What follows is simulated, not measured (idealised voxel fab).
process module | voxel air gaps
cross-section cut | 300 nm wide | cells 5 nm
A cross-section is a grid of square cells, given in bands from the top down. A band is one or more rows of cells.
Each band's line starts with the height of the band's top and of its bottom, in nm. Then come its materials from left to right, each with its width in nm. One material with "throughout" fills the band from edge to edge. "air" is empty space.
Height 0 is the level under which the wafer as received is all one material. The lowest band goes on downwards, as in "0 down".
A width such as "30 to 40" changes by the same amount from each row of cells to the next, from the band's top row to its bottom row.
"no change" after a step means that no cell of the cross-section changed.
closed voids: empty space of 8 cells or more with no open way to the top, each as width x height at its distance from the left edge, in nm
after a step's settings: what the simulator itself notes on the step
overlay nm, on a step with a mask: how far to the right of its planned place the mask lay; to the left if negative
Each pair below shows a cross-section before one step and the cross-section after it, down to the lowest band that changed. The line under each pair gives the step between them, with its settings. The pairs can come from different runs of this module on the same starting wafer, so a pair continues from the pair above only where its "before" says so.
before
  60 to 55: air 75 | TiN 25 | air 15 | TiN 25 | air 15 | TiN 25 | air 15 | TiN 25 | air 80
  55 to 25: air 75 | TiN 5 | lowk 15 | TiN 5 | air 15 | TiN 5 | lowk 15 | TiN 5 | air 15 | TiN 5 | lowk 15 | TiN 5 | air 15 | TiN 5 | lowk 15 | TiN 5 | air 80
  25 to 20: TiN 80 | lowk 15 | TiN 25 | lowk 15 | TiN 25 | lowk 15 | TiN 25 | lowk 15 | TiN 85
  20 to 15: SiN throughout
  15 to 0: SiO2 throughout
  0 down: Si throughout
  closed voids: none
after
  65 to 60: Ru throughout
  60 to 55: Ru 75 | TiN 25 | Ru 15 | TiN 25 | Ru 15 | TiN 25 | Ru 15 | TiN 25 | Ru 80
  55 to 25: Ru 75 | TiN 5 | lowk 15 | TiN 5 | Ru 15 | TiN 5 | lowk 15 | TiN 5 | Ru 15 | TiN 5 | lowk 15 | TiN 5 | Ru 15 | TiN 5 | lowk 15 | TiN 5 | Ru 80
  below 25: unchanged
  closed voids: none
the step between: op FILL_DEP | material Ru | thk nm 5
before: the cross-section after the pair above
after
  55 to 25: Ru 75 | TiN 5 | lowk 15 | TiN 5 | Ru 15 | TiN 5 | lowk 15 | TiN 5 | Ru 15 | TiN 5 | lowk 15 | TiN 5 | Ru 15 | TiN 5 | lowk 15 | TiN 5 | Ru 80
  below 25: unchanged
  closed voids: none
the step between: op CMP | height nm 55
before: the cross-section after the pair above
after
  65 to 55: Ru throughout
  below 55: unchanged
  closed voids: none
the step between: op EPI | material Ru | thk nm 10
before: the cross-section after the pair above
after
  70 to 65: SiCN throughout
  below 65: unchanged
  closed voids: none
the step between: op CONFORMAL_DEP | material SiCN | thk nm 5
